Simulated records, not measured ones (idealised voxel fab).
voxel transistor to metal: a process module
300 nm wide, 5 nm square cells: that's cross-section cut.
Bands, listed from the top down, are how a cross-section gets written in this document; the cross-section itself is a grid of square cells, and a band is one or more rows of them.
Each band's line starts with the height of the band's top and of its bottom, in nm. Then come its materials from left to right, each with its width in nm. One material with "all across" fills the band from edge to edge. "empty" is empty space.
Heights from 0 (as-received wafer is one material below). Bottom band endless downward, as "0..down".
A width such as "30 to 40" changes by the same amount from each row of cells to the next, from the band's top row to its bottom row.
Given "no alteration" for a step, no cell of the cross-section differs between before and after that step.
Reported under the label "Sealed void listing" are the empty spaces having no open way to the top and comprising 8 cells or more; the notation for each is width x height at distance, in which the distance is measured from the left edge and all three values are in nm.
The remark found on a step's line after its settings is issued by the simulator itself and pertains to that step.
For masked steps, "overlay nm" on the step line gives how far right of plan the mask actually lay; a minus sign means it lay to the left.

-- This section lists the process steps that were planned
step 1: RECEIVE | material Si
step 2: OXIDIZE | depth nm 5
step 3: CONFORMAL_DEP | material SiN | thk nm 10
step 4: MASKED_ETCH | tone cover | mask id ACTIVE | width nm 105 | pitch nm 130 | etch materials SiN | depth nm 10 | overlay nm 0
step 5: MASKED_ETCH | tone cover | mask id ACTIVE | width nm 105 | pitch nm 130 | etch materials SiO2 | depth nm 5 | overlay nm 0
step 6: MASKED_ETCH | tone cover | mask id ACTIVE | width nm 105 | pitch nm 130 | etch materials Si | depth nm 30 | overlay nm 0
step 7: FILL_DEP | material SiO2 | thk nm 15
step 8: CMP | height nm 10
step 9: SELECTIVE_ETCH | etch materials SiO2 | depth nm 5
step 10: STRIP | etch materials SiN
step 11: SELECTIVE_ETCH | etch materials SiO2 | depth nm 5
step 12: OXIDIZE | depth nm 5
step 13: DIRECTIONAL_DEP | material polySi | thk nm 30
step 14: DIRECTIONAL_DEP | material SiCN | thk nm 15
step 15: MASKED_ETCH | tone cover | mask id GATE | width nm 15 | pitch nm 130 | etch materials SiCN | depth nm 25 | overlay nm 0
step 16: MASKED_ETCH | tone cover | mask id GATE | width nm 15 | pitch nm 130 | etch materials polySi | depth nm 40 | overlay nm 0
step 17: CONFORMAL_DEP | material SiN | thk nm 10
step 18: DIRECTIONAL_ETCH | etch materials SiN | depth nm 10
step 19: DIRECTIONAL_ETCH | etch materials SiO2 | depth nm 5
step 20: EPI | material SiGe | thk nm 5
step 21: FILL_DEP | material SiO2 | thk nm 5
step 22: CMP | height nm 40
step 23: DIRECTIONAL_DEP | material SiO2 | thk nm 10
step 24: DIRECTIONAL_DEP | material aC | thk nm 10
step 25: PATTERN | tone open | mask id CONTACT | material resist | width nm 30 | thk nm 25 | overlay nm 0
step 26: DIRECTIONAL_ETCH | etch materials aC | depth nm 10
step 27: STRIP | etch materials resist
step 28: DIRECTIONAL_ETCH | etch materials SiO2 | depth nm 55
step 29: STRIP | etch materials aC
step 30: CONFORMAL_DEP | material TiN | thk nm 5
step 31: FILL_DEP | material W | thk nm 5
step 32: CMP | height nm 50
step 33: CONFORMAL_DEP | material SiN | thk nm 5
step 34: DIRECTIONAL_DEP | material lowk | thk nm 25
step 35: DIRECTIONAL_DEP | material aC | thk nm 15
step 36: PATTERN | tone open | mask id METAL_1 | material resist | width nm 20 | pitch nm 65 | thk nm 35 | overlay nm 0
step 37: DIRECTIONAL_ETCH | etch materials aC | depth nm 15
step 38: STRIP | etch materials resist
step 39: DIRECTIONAL_ETCH | etch materials lowk | depth nm 25
step 40: DIRECTIONAL_ETCH | etch materials SiN | depth nm 5
step 41: STRIP | etch materials aC
step 42: CONFORMAL_DEP | material TiN | thk nm 5
step 43: FILL_DEP | material Ru | thk nm 10
step 44: CMP | height nm 80
step 45: EPI | material Ru | thk nm 5
step 46: FILL_DEP | material SiCN | thk nm 5

-- First wafer, two in total, run as planned

-- Cross-section of the wafer as it came to us, i.e., already through step 1
  0..down | Si all across
  Sealed void listing: none

-- Step 2 done - wafer cross-section
  0..-5 | SiO2 all across
  Rest of section, below -5: as before.

-- Step 3 done - wafer cross-section
  10..0 | SiN all across
  Rest of section, below 0: as before.

-- Step 4 done - wafer cross-section
  10..0 | empty=30, then SiN=105, then empty=25, then SiN=105, then empty=35
  Rest of section, below 0: as before.

-- Step 5 done - wafer cross-section
  10..0 | empty=30, then SiN=105, then empty=25, then SiN=105, then empty=35
  0..-5 | empty=30, then SiO2=105, then empty=25, then SiO2=105, then empty=35
  Rest of section, below -5: as before.

-- Step 6 done - wafer cross-section
  10..0 | empty=30, then SiN=105, then empty=25, then SiN=105, then empty=35
  0..-5 | empty=30, then SiO2=105, then empty=25, then SiO2=105, then empty=35
  -5..-35 | empty=30, then Si=105, then empty=25, then Si=105, then empty=35
  Rest of section, below -35: as before.

-- Step 7 done - wafer cross-section
  25..10 | SiO2 all across
  10..0 | SiO2=30, then SiN=105, then SiO2=25, then SiN=105, then SiO2=35
  0..-5 | SiO2 all across
  -5..-35 | SiO2=30, then Si=105, then SiO2=25, then Si=105, then SiO2=35
  Rest of section, below -35: as before.

-- Step 8 done - wafer cross-section
  10..0 | SiO2=30, then SiN=105, then SiO2=25, then SiN=105, then SiO2=35
  Rest of section, below 0: as before.

-- Step 9 done - wafer cross-section
  10..5 | empty=30, then SiN=105, then empty=25, then SiN=105, then empty=35
  Rest of section, below 5: as before.

-- Step 10 done - wafer cross-section
  5..0 | SiO2=30, then empty=105, then SiO2=25, then empty=105, then SiO2=35
  Rest of section, below 0: as before.

-- Step 11 done - wafer cross-section
  0..-5 | SiO2=25, then empty=115, then SiO2=15, then empty=115, then SiO2=30
  Rest of section, below -5: as before.

-- Step 12 done - wafer cross-section
  0..-5 | SiO2=25, then empty=115, then SiO2=15, then empty=115, then SiO2=30
  -5..-10 | SiO2 all across
  Rest of section, below -10: as before.

-- Step 13 done - wafer cross-section
  30..25 | polySi=25, then empty=115, then polySi=15, then empty=115, then polySi=30
  25..0 | polySi all across
  0..-5 | SiO2=25, then polySi=115, then SiO2=15, then polySi=115, then SiO2=30
  Rest of section, below -5: as before.

-- Step 14 done - wafer cross-section
  45..40 | SiCN=25, then empty=115, then SiCN=15, then empty=115, then SiCN=30
  40..30 | SiCN all across
  30..25 | polySi=25, then SiCN=115, then polySi=15, then SiCN=115, then polySi=30
  Rest of section, below 25: as before.

-- Step 15 done - wafer cross-section
  40..30 | empty=75, then SiCN=15, then empty=115, then SiCN=15, then empty=80
  30..25 | polySi=25, then empty=50, then SiCN=15, then empty=50, then polySi=15, then empty=50, then SiCN=15, then empty=50, then polySi=30
  Rest of section, below 25: as before.

-- Step 16 done - wafer cross-section
  40..25 | empty=75, then SiCN=15, then empty=115, then SiCN=15, then empty=80
  25..0 | empty=75, then polySi=15, then empty=115, then polySi=15, then empty=80
  0..-5 | SiO2=25, then empty=50, then polySi=15, then empty=50, then SiO2=15, then empty=50, then polySi=15, then empty=50, then SiO2=30
  Rest of section, below -5: as before.

-- Step 17 done - wafer cross-section
  50..40 | empty=65, then SiN=35, then empty=95, then SiN=35, then empty=70
  40..25 | empty=65, then SiN=10, then SiCN=15, then SiN=10, then empty=95, then SiN=10, then SiCN=15, then SiN=10, then empty=70
  25..10 | empty=65, then SiN=10, then polySi=15, then SiN=10, then empty=95, then SiN=10, then polySi=15, then SiN=10, then empty=70
  10..5 | SiN=35, then empty=30, then SiN=10, then polySi=15, then SiN=10, then empty=30, then SiN=35, then empty=30, then SiN=10, then polySi=15, then SiN=10, then empty=30, then SiN=40
  5..0 | SiN=75, then polySi=15, then SiN=115, then polySi=15, then SiN=80
  0..-5 | SiO2=25, then SiN=50, then polySi=15, then SiN=50, then SiO2=15, then SiN=50, then polySi=15, then SiN=50, then SiO2=30
  Rest of section, below -5: as before.

-- Step 18 done - wafer cross-section
  40..25 | empty=65, then SiN=10, then SiCN=15, then SiN=10, then empty=95, then SiN=10, then SiCN=15, then SiN=10, then empty=70
  25..0 | empty=65, then SiN=10, then polySi=15, then SiN=10, then empty=95, then SiN=10, then polySi=15, then SiN=10, then empty=70
  0..-5 | SiO2=25, then SiN=10, then empty=30, then SiN=10, then polySi=15, then SiN=10, then empty=30, then SiN=10, then SiO2=15, then SiN=10, then empty=30, then SiN=10, then polySi=15, then SiN=10, then empty=30, then SiN=10, then SiO2=30
  Rest of section, below -5: as before.

-- Step 19 done - wafer cross-section
  40..25 | empty=65, then SiN=10, then SiCN=15, then SiN=10, then empty=95, then SiN=10, then SiCN=15, then SiN=10, then empty=70
  25..0 | empty=65, then SiN=10, then polySi=15, then SiN=10, then empty=95, then SiN=10, then polySi=15, then SiN=10, then empty=70
  0..-5 | empty=25, then SiN=10, then empty=30, then SiN=10, then polySi=15, then SiN=10, then empty=30, then SiN=10, then empty=15, then SiN=10, then empty=30, then SiN=10, then polySi=15, then SiN=10, then empty=30, then SiN=10, then empty=30
  -5..-10 | SiO2=35, then empty=30, then SiO2=35, then empty=30, then SiO2=35, then empty=30, then SiO2=35, then empty=30, then SiO2=40
  Rest of section, below -10: as before.

-- Step 20 done - wafer cross-section
  40..25 | empty=65, then SiN=10, then SiCN=15, then SiN=10, then empty=95, then SiN=10, then SiCN=15, then SiN=10, then empty=70
  25..0 | empty=65, then SiN=10, then polySi=15, then SiN=10, then empty=95, then SiN=10, then polySi=15, then SiN=10, then empty=70
  0..-5 | empty=25, then SiN=10, then empty=30, then SiN=10, then polySi=15, then SiN=10, then empty=30, then SiN=10, then empty=15, then SiN=10, then empty=30, then SiN=10, then polySi=15, then SiN=10, then empty=30, then SiN=10, then empty=30
  -5..-10 | SiO2=35, then SiGe=30, then SiO2=35, then SiGe=30, then SiO2=35, then SiGe=30, then SiO2=35, then SiGe=30, then SiO2=40
  Rest of section, below -10: as before.

-- Step 21 done - wafer cross-section
  45..40 | SiO2 all across
  40..25 | SiO2=65, then SiN=10, then SiCN=15, then SiN=10, then SiO2=95, then SiN=10, then SiCN=15, then SiN=10, then SiO2=70
  25..0 | SiO2=65, then SiN=10, then polySi=15, then SiN=10, then SiO2=95, then SiN=10, then polySi=15, then SiN=10, then SiO2=70
  0..-5 | SiO2=25, then SiN=10, then SiO2=30, then SiN=10, then polySi=15, then SiN=10, then SiO2=30, then SiN=10, then SiO2=15, then SiN=10, then SiO2=30, then SiN=10, then polySi=15, then SiN=10, then SiO2=30, then SiN=10, then SiO2=30
  Rest of section, below -5: as before.

-- Step 22 done - wafer cross-section
  40..25 | SiO2=65, then SiN=10, then SiCN=15, then SiN=10, then SiO2=95, then SiN=10, then SiCN=15, then SiN=10, then SiO2=70
  Rest of section, below 25: as before.

-- Step 23 done - wafer cross-section
  50..40 | SiO2 all across
  Rest of section, below 40: as before.

-- Step 24 done - wafer cross-section
  60..50 | aC all across
  Rest of section, below 50: as before.

-- Step 25 done - wafer cross-section
  85..60 | resist=40, then empty=30, then resist=25, then empty=30, then resist=45, then empty=30, then resist=25, then empty=30, then resist=45
  Rest of section, below 60: as before.

-- Step 26 done - wafer cross-section
  75..60 | resist=40, then empty=30, then resist=25, then empty=30, then resist=45, then empty=30, then resist=25, then empty=30, then resist=45
  60..50 | aC=40, then empty=30, then aC=25, then empty=30, then aC=45, then empty=30, then aC=25, then empty=30, then aC=45
  Rest of section, below 50: as before.

-- Step 27 done - wafer cross-section
  60..50 | aC=40, then empty=30, then aC=25, then empty=30, then aC=45, then empty=30, then aC=25, then empty=30, then aC=45
  Rest of section, below 50: as before.

-- Step 28 done - wafer cross-section
  60..50 | aC=40, then empty=30, then aC=25, then empty=30, then aC=45, then empty=30, then aC=25, then empty=30, then aC=45
  50..40 | SiO2=40, then empty=30, then SiO2=25, then empty=30, then SiO2=45, then empty=30, then SiO2=25, then empty=30, then SiO2=45
  40..25 | SiO2=40, then empty=25, then SiN=10, then SiCN=15, then SiN=10, then empty=25, then SiO2=45, then empty=25, then SiN=10, then SiCN=15, then SiN=10, then empty=25, then SiO2=45
  25..0 | SiO2=40, then empty=25, then SiN=10, then polySi=15, then SiN=10, then empty=25, then SiO2=45, then empty=25, then SiN=10, then polySi=15, then SiN=10, then empty=25, then SiO2=45
  0..-5 | SiO2=25, then SiN=10, then SiO2=5, then empty=25, then SiN=10, then polySi=15, then SiN=10, then empty=25, then SiO2=5, then SiN=10, then SiO2=15, then SiN=10, then SiO2=5, then empty=25, then SiN=10, then polySi=15, then SiN=10, then empty=25, then SiO2=5, then SiN=10, then SiO2=30
  Rest of section, below -5: as before.

-- Step 29 done - wafer cross-section
  50..40 | SiO2=40, then empty=30, then SiO2=25, then empty=30, then SiO2=45, then empty=30, then SiO2=25, then empty=30, then SiO2=45
  Rest of section, below 40: as before.

-- Step 30 done - wafer cross-section
  55..50 | TiN=45, then empty=20, then TiN=35, then empty=20, then TiN=55, then empty=20, then TiN=35, then empty=20, then TiN=50
  50..40 | SiO2=40, then TiN=5, then empty=20 to 15, then TiN=5 to 10, then SiO2=25, then TiN=5 to 10, then empty=20 to 15, then TiN=5, then SiO2=45, then TiN=5, then empty=20 to 15, then TiN=5 to 10, then SiO2=25, then TiN=5 to 10, then empty=20 to 15, then TiN=5, then SiO2=45
  40..25 | SiO2=40, then TiN=5, then empty=15, then TiN=5, then SiN=10, then SiCN=15, then SiN=10, then TiN=5, then empty=15, then TiN=5, then SiO2=45, then TiN=5, then empty=15, then TiN=5, then SiN=10, then SiCN=15, then SiN=10, then TiN=5, then empty=15, then TiN=5, then SiO2=45
  25..0 | SiO2=40, then TiN=5, then empty=15, then TiN=5, then SiN=10, then polySi=15, then SiN=10, then TiN=5, then empty=15, then TiN=5, then SiO2=45, then TiN=5, then empty=15, then TiN=5, then SiN=10, then polySi=15, then SiN=10, then TiN=5, then empty=15, then TiN=5, then SiO2=45
  0..-5 | SiO2=25, then SiN=10, then SiO2=5, then TiN=25, then SiN=10, then polySi=15, then SiN=10, then TiN=25, then SiO2=5, then SiN=10, then SiO2=15, then SiN=10, then SiO2=5, then TiN=25, then SiN=10, then polySi=15, then SiN=10, then TiN=25, then SiO2=5, then SiN=10, then SiO2=30
  Rest of section, below -5: as before.

-- Step 31 done - wafer cross-section
  60..55 | W all across
  55..50 | TiN=45, then W=20, then TiN=35, then W=20, then TiN=55, then W=20, then TiN=35, then W=20, then TiN=50
  50..40 | SiO2=40, then TiN=5, then W=20 to 15, then TiN=5 to 10, then SiO2=25, then TiN=5 to 10, then W=20 to 15, then TiN=5, then SiO2=45, then TiN=5, then W=20 to 15, then TiN=5 to 10, then SiO2=25, then TiN=5 to 10, then W=20 to 15, then TiN=5, then SiO2=45
  40..25 | SiO2=40, then TiN=5, then W=15, then TiN=5, then SiN=10, then SiCN=15, then SiN=10, then TiN=5, then W=15, then TiN=5, then SiO2=45, then TiN=5, then W=15, then TiN=5, then SiN=10, then SiCN=15, then SiN=10, then TiN=5, then W=15, then TiN=5, then SiO2=45
  25..0 | SiO2=40, then TiN=5, then W=15, then TiN=5, then SiN=10, then polySi=15, then SiN=10, then TiN=5, then W=15, then TiN=5, then SiO2=45, then TiN=5, then W=15, then TiN=5, then SiN=10, then polySi=15, then SiN=10, then TiN=5, then W=15, then TiN=5, then SiO2=45
  Rest of section, below 0: as before.

-- Step 32 done - wafer cross-section
  50..40 | SiO2=40, then TiN=5, then W=20 to 15, then TiN=5 to 10, then SiO2=25, then TiN=5 to 10, then W=20 to 15, then TiN=5, then SiO2=45, then TiN=5, then W=20 to 15, then TiN=5 to 10, then SiO2=25, then TiN=5 to 10, then W=20 to 15, then TiN=5, then SiO2=45
  Rest of section, below 40: as before.

-- Step 33 done - wafer cross-section
  55..50 | SiN all across
  Rest of section, below 50: as before.

-- Step 34 done - wafer cross-section
  80..55 | lowk all across
  Rest of section, below 55: as before.

-- Step 35 done - wafer cross-section
  95..80 | aC all across
  Rest of section, below 80: as before.

-- Step 36 done - wafer cross-section
  130..95 | resist=40, then empty=20, then resist=45, then empty=20, then resist=45, then empty=20, then resist=45, then empty=20, then resist=45
  Rest of section, below 95: as before.

-- Step 37 done - wafer cross-section
  115..95 | resist=40, then empty=20, then resist=45, then empty=20, then resist=45, then empty=20, then resist=45, then empty=20, then resist=45
  95..80 | aC=40, then empty=20, then aC=45, then empty=20, then aC=45, then empty=20, then aC=45, then empty=20, then aC=45
  Rest of section, below 80: as before.

-- Step 38 done - wafer cross-section
  95..80 | aC=40, then empty=20, then aC=45, then empty=20, then aC=45, then empty=20, then aC=45, then empty=20, then aC=45
  Rest of section, below 80: as before.

-- Step 39 done - wafer cross-section
  95..80 | aC=40, then empty=20, then aC=45, then empty=20, then aC=45, then empty=20, then aC=45, then empty=20, then aC=45
  80..55 | lowk=40, then empty=20, then lowk=45, then empty=20, then lowk=45, then empty=20, then lowk=45, then empty=20, then lowk=45
  Rest of section, below 55: as before.

-- Step 40 done - wafer cross-section
  95..80 | aC=40, then empty=20, then aC=45, then empty=20, then aC=45, then empty=20, then aC=45, then empty=20, then aC=45
  80..55 | lowk=40, then empty=20, then lowk=45, then empty=20, then lowk=45, then empty=20, then lowk=45, then empty=20, then lowk=45
  55..50 | SiN=40, then empty=20, then SiN=45, then empty=20, then SiN=45, then empty=20, then SiN=45, then empty=20, then SiN=45
  Rest of section, below 50: as before.

-- Step 41 done - wafer cross-section
  80..55 | lowk=40, then empty=20, then lowk=45, then empty=20, then lowk=45, then empty=20, then lowk=45, then empty=20, then lowk=45
  Rest of section, below 55: as before.

-- Step 42 done - wafer cross-section
  85..80 | TiN=45, then empty=10, then TiN=55, then empty=10, then TiN=55, then empty=10, then TiN=55, then empty=10, then TiN=50
  80..55 | lowk=40, then TiN=5, then empty=10, then TiN=5, then lowk=45, then TiN=5, then empty=10, then TiN=5, then lowk=45, then TiN=5, then empty=10, then TiN=5, then lowk=45, then TiN=5, then empty=10, then TiN=5, then lowk=45
  55..50 | SiN=40, then TiN=20, then SiN=45, then TiN=20, then SiN=45, then TiN=20, then SiN=45, then TiN=20, then SiN=45
  Rest of section, below 50: as before.

-- Step 43 done - wafer cross-section
  95..85 | Ru all across
  85..80 | TiN=45, then Ru=10, then TiN=55, then Ru=10, then TiN=55, then Ru=10, then TiN=55, then Ru=10, then TiN=50
  80..55 | lowk=40, then TiN=5, then Ru=10, then TiN=5, then lowk=45, then TiN=5, then Ru=10, then TiN=5, then lowk=45, then TiN=5, then Ru=10, then TiN=5, then lowk=45, then TiN=5, then Ru=10, then TiN=5, then lowk=45
  Rest of section, below 55: as before.

-- Step 44 done - wafer cross-section
  80..55 | lowk=40, then TiN=5, then Ru=10, then TiN=5, then lowk=45, then TiN=5, then Ru=10, then TiN=5, then lowk=45, then TiN=5, then Ru=10, then TiN=5, then lowk=45, then TiN=5, then Ru=10, then TiN=5, then lowk=45
  Rest of section, below 55: as before.

-- Step 45 done - wafer cross-section
  85..80 | empty=35, then Ru=30, then empty=35, then Ru=30, then empty=35, then Ru=30, then empty=35, then Ru=30, then empty=40
  Rest of section, below 80: as before.

-- Step 46 done - wafer cross-section
  90..85 | SiCN all across
  85..80 | SiCN=35, then Ru=30, then SiCN=35, then Ru=30, then SiCN=35, then Ru=30, then SiCN=35, then Ru=30, then SiCN=40
  Rest of section, below 80: as before.

-- Second wafer, same starting state and plan as the first, one mistake in the run, identical through step 24

-- Cross-section of the second wafer when, according to plan, step 25 should have finished
  85..60 | resist=30, then empty=30, then resist=25, then empty=30, then resist=45, then empty=30, then resist=25, then empty=30, then resist=55
  Rest of section, below 60: as before.

-- Cross-section of the second wafer when, according to plan, step 26 should have finished
  75..60 | resist=30, then empty=30, then resist=25, then empty=30, then resist=45, then empty=30, then resist=25, then empty=30, then resist=55
  60..50 | aC=30, then empty=30, then aC=25, then empty=30, then aC=45, then empty=30, then aC=25, then empty=30, then aC=55
  Rest of section, below 50: as before.

-- Cross-section of the second wafer when, according to plan, step 27 should have finished
  60..50 | aC=30, then empty=30, then aC=25, then empty=30, then aC=45, then empty=30, then aC=25, then empty=30, then aC=55
  Rest of section, below 50: as before.

-- Cross-section of the second wafer when, according to plan, step 28 should have finished
  60..50 | aC=30, then empty=30, then aC=25, then empty=30, then aC=45, then empty=30, then aC=25, then empty=30, then aC=55
  50..40 | SiO2=30, then empty=30, then SiO2=25, then empty=30, then SiO2=45, then empty=30, then SiO2=25, then empty=30, then SiO2=55
  40..25 | SiO2=30, then empty=30, then SiO2=5, then SiN=10, then SiCN=15, then SiN=10, then empty=15, then SiO2=45, then empty=30, then SiO2=5, then SiN=10, then SiCN=15, then SiN=10, then empty=15, then SiO2=55
  25..0 | SiO2=30, then empty=30, then SiO2=5, then SiN=10, then polySi=15, then SiN=10, then empty=15, then SiO2=45, then empty=30, then SiO2=5, then SiN=10, then polySi=15, then SiN=10, then empty=15, then SiO2=55
  0..-5 | SiO2=25, then SiN=10, then empty=25, then SiO2=5, then SiN=10, then polySi=15, then SiN=10, then empty=15, then SiO2=15, then SiN=10, then SiO2=15, then SiN=10, then empty=25, then SiO2=5, then SiN=10, then polySi=15, then SiN=10, then empty=15, then SiO2=15, then SiN=10, then SiO2=30
  Rest of section, below -5: as before.

-- Cross-section of the second wafer when, according to plan, step 29 should have finished
  50..40 | SiO2=30, then empty=30, then SiO2=25, then empty=30, then SiO2=45, then empty=30, then SiO2=25, then empty=30, then SiO2=55
  Rest of section, below 40: as before.

-- Cross-section of the second wafer when, according to plan, step 30 should have finished
  55..50 | TiN=35, then empty=20, then TiN=35, then empty=20, then TiN=55, then empty=20, then TiN=35, then empty=20, then TiN=60
  50..40 | SiO2=30, then TiN=5, then empty=20, then TiN=5, then SiO2=25, then TiN=5 to 20, then empty=20 to 5, then TiN=5, then SiO2=45, then TiN=5, then empty=20, then TiN=5, then SiO2=25, then TiN=5 to 20, then empty=20 to 5, then TiN=5, then SiO2=55
  40..25 | SiO2=30, then TiN=5, then empty=20, then TiN=5, then SiO2=5, then SiN=10, then SiCN=15, then SiN=10, then TiN=5, then empty=5, then TiN=5, then SiO2=45, then TiN=5, then empty=20, then TiN=5, then SiO2=5, then SiN=10, then SiCN=15, then SiN=10, then TiN=5, then empty=5, then TiN=5, then SiO2=55
  25..5 | SiO2=30, then TiN=5, then empty=20, then TiN=5, then SiO2=5, then SiN=10, then polySi=15, then SiN=10, then TiN=5, then empty=5, then TiN=5, then SiO2=45, then TiN=5, then empty=20, then TiN=5, then SiO2=5, then SiN=10, then polySi=15, then SiN=10, then TiN=5, then empty=5, then TiN=5, then SiO2=55
  5..0 | SiO2=30, then TiN=10, then empty=15, then TiN=5, then SiO2=5, then SiN=10, then polySi=15, then SiN=10, then TiN=5, then empty=5, then TiN=5, then SiO2=45, then TiN=10, then empty=15, then TiN=5, then SiO2=5, then SiN=10, then polySi=15, then SiN=10, then TiN=5, then empty=5, then TiN=5, then SiO2=55
  0..-5 | SiO2=25, then SiN=10, then TiN=25, then SiO2=5, then SiN=10, then polySi=15, then SiN=10, then TiN=15, then SiO2=15, then SiN=10, then SiO2=15, then SiN=10, then TiN=25, then SiO2=5, then SiN=10, then polySi=15, then SiN=10, then TiN=15, then SiO2=15, then SiN=10, then SiO2=30
  Rest of section, below -5: as before.

-- Cross-section of the second wafer when, according to plan, step 31 should have finished
  60..55 | W all across
  55..50 | TiN=35, then W=20, then TiN=35, then W=20, then TiN=55, then W=20, then TiN=35, then W=20, then TiN=60
  50..40 | SiO2=30, then TiN=5, then W=20, then TiN=5, then SiO2=25, then TiN=5 to 20, then W=20 to 5, then TiN=5, then SiO2=45, then TiN=5, then W=20, then TiN=5, then SiO2=25, then TiN=5 to 20, then W=20 to 5, then TiN=5, then SiO2=55
  40..25 | SiO2=30, then TiN=5, then W=20, then TiN=5, then SiO2=5, then SiN=10, then SiCN=15, then SiN=10, then TiN=5, then W=5, then TiN=5, then SiO2=45, then TiN=5, then W=20, then TiN=5, then SiO2=5, then SiN=10, then SiCN=15, then SiN=10, then TiN=5, then W=5, then TiN=5, then SiO2=55
  25..5 | SiO2=30, then TiN=5, then W=20, then TiN=5, then SiO2=5, then SiN=10, then polySi=15, then SiN=10, then TiN=5, then W=5, then TiN=5, then SiO2=45, then TiN=5, then W=20, then TiN=5, then SiO2=5, then SiN=10, then polySi=15, then SiN=10, then TiN=5, then W=5, then TiN=5, then SiO2=55
  5..0 | SiO2=30, then TiN=10, then W=15, then TiN=5, then SiO2=5, then SiN=10, then polySi=15, then SiN=10, then TiN=5, then W=5, then TiN=5, then SiO2=45, then TiN=10, then W=15, then TiN=5, then SiO2=5, then SiN=10, then polySi=15, then SiN=10, then TiN=5, then W=5, then TiN=5, then SiO2=55
  Rest of section, below 0: as before.

-- Cross-section of the second wafer when, according to plan, step 32 should have finished
  50..40 | SiO2=30, then TiN=5, then W=20, then TiN=5, then SiO2=25, then TiN=5 to 20, then W=20 to 5, then TiN=5, then SiO2=45, then TiN=5, then W=20, then TiN=5, then SiO2=25, then TiN=5 to 20, then W=20 to 5, then TiN=5, then SiO2=55
  Rest of section, below 40: as before.

-- Cross-section of the second wafer when, according to plan, step 33 should have finished
  55..50 | SiN all across
  Rest of section, below 50: as before.

-- Cross-section of the second wafer when, according to plan, step 34 should have finished
  80..55 | lowk all across
  Rest of section, below 55: as before.

-- Cross-section of the second wafer when, according to plan, step 35 should have finished
  95..80 | aC all across
  Rest of section, below 80: as before.

-- Cross-section of the second wafer when, according to plan, step 36 should have finished
  130..95 | resist=40, then empty=20, then resist=45, then empty=20, then resist=45, then empty=20, then resist=45, then empty=20, then resist=45
  Rest of section, below 95: as before.

-- Cross-section of the second wafer when, according to plan, step 37 should have finished
  115..95 | resist=40, then empty=20, then resist=45, then empty=20, then resist=45, then empty=20, then resist=45, then empty=20, then resist=45
  95..80 | aC=40, then empty=20, then aC=45, then empty=20, then aC=45, then empty=20, then aC=45, then empty=20, then aC=45
  Rest of section, below 80: as before.

-- Cross-section of the second wafer when, according to plan, step 38 should have finished
  95..80 | aC=40, then empty=20, then aC=45, then empty=20, then aC=45, then empty=20, then aC=45, then empty=20, then aC=45
  Rest of section, below 80: as before.

-- Cross-section of the second wafer when, according to plan, step 39 should have finished
  95..80 | aC=40, then empty=20, then aC=45, then empty=20, then aC=45, then empty=20, then aC=45, then empty=20, then aC=45
  80..55 | lowk=40, then empty=20, then lowk=45, then empty=20, then lowk=45, then empty=20, then lowk=45, then empty=20, then lowk=45
  Rest of section, below 55: as before.

-- Cross-section of the second wafer when, according to plan, step 40 should have finished
  95..80 | aC=40, then empty=20, then aC=45, then empty=20, then aC=45, then empty=20, then aC=45, then empty=20, then aC=45
  80..55 | lowk=40, then empty=20, then lowk=45, then empty=20, then lowk=45, then empty=20, then lowk=45, then empty=20, then lowk=45
  55..50 | SiN=40, then empty=20, then SiN=45, then empty=20, then SiN=45, then empty=20, then SiN=45, then empty=20, then SiN=45
  Rest of section, below 50: as before.

-- Cross-section of the second wafer when, according to plan, step 41 should have finished
  80..55 | lowk=40, then empty=20, then lowk=45, then empty=20, then lowk=45, then empty=20, then lowk=45, then empty=20, then lowk=45
  Rest of section, below 55: as before.

-- Cross-section of the second wafer when, according to plan, step 42 should have finished
  85..80 | TiN=45, then empty=10, then TiN=55, then empty=10, then TiN=55, then empty=10, then TiN=55, then empty=10, then TiN=50
  80..55 | lowk=40, then TiN=5, then empty=10, then TiN=5, then lowk=45, then TiN=5, then empty=10, then TiN=5, then lowk=45, then TiN=5, then empty=10, then TiN=5, then lowk=45, then TiN=5, then empty=10, then TiN=5, then lowk=45
  55..50 | SiN=40, then TiN=20, then SiN=45, then TiN=20, then SiN=45, then TiN=20, then SiN=45, then TiN=20, then SiN=45
  Rest of section, below 50: as before.

-- Cross-section of the second wafer when, according to plan, step 43 should have finished
  95..85 | Ru all across
  85..80 | TiN=45, then Ru=10, then TiN=55, then Ru=10, then TiN=55, then Ru=10, then TiN=55, then Ru=10, then TiN=50
  80..55 | lowk=40, then TiN=5, then Ru=10, then TiN=5, then lowk=45, then TiN=5, then Ru=10, then TiN=5, then lowk=45, then TiN=5, then Ru=10, then TiN=5, then lowk=45, then TiN=5, then Ru=10, then TiN=5, then lowk=45
  Rest of section, below 55: as before.

-- Cross-section of the second wafer when, according to plan, step 44 should have finished
  80..55 | lowk=40, then TiN=5, then Ru=10, then TiN=5, then lowk=45, then TiN=5, then Ru=10, then TiN=5, then lowk=45, then TiN=5, then Ru=10, then TiN=5, then lowk=45, then TiN=5, then Ru=10, then TiN=5, then lowk=45
  Rest of section, below 55: as before.

-- Cross-section of the second wafer when, according to plan, step 45 should have finished
  85..80 | empty=35, then Ru=30, then empty=35, then Ru=30, then empty=35, then Ru=30, then empty=35, then Ru=30, then empty=40
  Rest of section, below 80: as before.

-- Cross-section of the second wafer when, according to plan, step 46 should have finished
  90..85 | SiCN all across
  85..80 | SiCN=35, then Ru=30, then SiCN=35, then Ru=30, then SiCN=35, then Ru=30, then SiCN=35, then Ru=30, then SiCN=40
  Rest of section, below 80: as before.
Error vs. plan: for step 25, the planned setting was not used; the step was instead run as PATTERN | tone open | mask id CONTACT | material resist | width nm 30 | thk nm 25 | overlay nm -10
The closing comparison, in cells, has the second wafer with more or fewer of some materials than the first: SiO2: 20 more | W: 20 fewer
